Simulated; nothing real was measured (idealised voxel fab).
voxel capacitor over wiring: a process module
Cross-section cut: width 155 nm, square cells of 5 nm.
Cross-sections here: square-cell grids, written as top-down lists of bands, a band being one or more rows of cells.
Within each band entry, the heights of the top and of the bottom of the band appear first, in that order and in nm; the materials of the band then follow from left to right, each with its corresponding width in nm. The designation "throughout" on a single material indicates that it fills the band from edge to edge; the designation "blank" indicates empty space.
A quick word on heights: they are counted from 0, and under that level the wafer as it came to us is one material throughout. The lowest band is different from the rest in having no bottom; it simply continues downward, written as in "top 0, no bottom".
When a width is written as two numbers, as in "30->40", the first number is the width in the top row of cells of the band and the second is the width in its bottom row, and the width changes by the same amount from each row to the next.
You'll sometimes find "left unchanged" written for a step, and that's the way of saying that nowhere in the cross-section did a cell change during that step.
So "Closed void register" is basically the list of trapped voids: any empty space of 8 cells or more that can't reach the top through an opening. They're written width x height at distance, the distance being from the left edge, and it's all nm.
Anything after a step's settings on that line? It's the simulator's own note about the step.
On any step carrying a mask, the "overlay nm" setting, if present on the step's line, tells how far right of its planned place the mask lay; negative values point to the left.

The planned process steps are enumerated hereunder:
1,RECEIVE, material Si
2,CONFORMAL_DEP, material SiO2, thk nm 15
3,DIRECTIONAL_DEP, material TiN, thk nm 5
4,DIRECTIONAL_DEP, material Ru, thk nm 15
5,DIRECTIONAL_DEP, material aC, thk nm 15
6,PATTERN, tone cover, mask id METAL_1, material resist, width nm 25, pitch nm 95, thk nm 35, overlay nm 0
7,DIRECTIONAL_ETCH, etch materials aC, depth nm 15
8,STRIP, etch materials resist
9,DIRECTIONAL_ETCH, etch materials Ru, depth nm 15
10,DIRECTIONAL_ETCH, etch materials TiN, depth nm 5
11,STRIP, etch materials aC
12,CONFORMAL_DEP, material SiCN, thk nm 5
13,FILL_DEP, material lowk, thk nm 10
14,CMP, height nm 35
15,CONFORMAL_DEP, material SiCN, thk nm 5
16,DIRECTIONAL_DEP, material SiO2, thk nm 20
17,DIRECTIONAL_DEP, material aC, thk nm 10
18,PATTERN, tone open, mask id PLUG_1, material resist, width nm 15, thk nm 25, overlay nm 0
19,DIRECTIONAL_ETCH, etch materials aC, depth nm 10
20,STRIP, etch materials resist
21,DIRECTIONAL_ETCH, etch materials SiO2, depth nm 20
22,DIRECTIONAL_ETCH, etch materials SiCN, depth nm 5
23,STRIP, etch materials aC
24,EPI, material Ru, thk nm 10
25,EPI, material Ru, thk nm 10
26,EPI, material Ru, thk nm 5
27,DIRECTIONAL_DEP, material TiN, thk nm 10
28,DIRECTIONAL_DEP, material Al2O3, thk nm 5
29,DIRECTIONAL_DEP, material TiN, thk nm 10
30,PATTERN, tone cover, mask id UPPER_PLATE, material resist, width nm 75, thk nm 15, overlay nm 0
31,DIRECTIONAL_ETCH, etch materials TiN, depth nm 10
32,DIRECTIONAL_ETCH, etch materials Al2O3, depth nm 5
33,STRIP, etch materials resist
34,DIRECTIONAL_DEP, material aC, thk nm 10
35,PATTERN, tone cover, mask id LOWER_PLATE, material resist, width nm 85, thk nm 30, overlay nm 0
36,DIRECTIONAL_ETCH, etch materials aC, depth nm 10
37,STRIP, etch materials resist
38,DIRECTIONAL_ETCH, etch materials TiN, depth nm 10
39,STRIP, etch materials aC
40,FILL_DEP, material SiO2, thk nm 15
41,CMP, height nm 95
42,MASKED_ETCH, tone open, mask id PLUG_2, width nm 15, etch materials SiO2, depth nm 10, overlay nm 0
43,CONFORMAL_DEP, material TiN, thk nm 5
44,FILL_DEP, material W, thk nm 5
45,CMP, height nm 95
46,CONFORMAL_DEP, material SiCN, thk nm 5

So this is the incoming wafer in cross-section - it's already been through step 1:
  top 0, no bottom | Si throughout
  Closed void register: none

Result of the module, cross-sectioned: start per above, plan per above, one error in how it was run:
  top 100, bottom 95 | SiCN throughout
  top 95, bottom 90 | SiO2=35 | TiN=5 | W=5 | TiN=5 | SiO2=105
  top 90, bottom 85 | SiO2=35 | TiN=15 | SiO2=105
  top 85, bottom 75 | SiO2=30 | TiN=70 | SiO2=55
  top 75, bottom 70 | SiO2=30 | Al2O3=70 | SiO2=55
  top 70, bottom 60 | SiO2=20 | TiN=85 | SiO2=50
  top 60, bottom 40 | SiO2=25 | Ru=15 | SiO2=115
  top 40, bottom 35 | SiCN=25 | Ru=15 | SiCN=115
  top 35, bottom 20 | lowk=10 | SiCN=5 | Ru=25 | SiCN=5 | lowk=60 | SiCN=5 | Ru=25 | SiCN=5 | lowk=15
  top 20, bottom 15 | SiCN=15 | TiN=25 | SiCN=70 | TiN=25 | SiCN=20
  top 15, bottom 0 | SiO2 throughout
  top 0, no bottom | Si throughout
  Closed void register: none
Error vs. plan: the process deviated at step 30: the operation and settings actually run there were PATTERN, tone cover, mask id UPPER_PLATE, material resist, width nm 70, thk nm 15, overlay nm 0
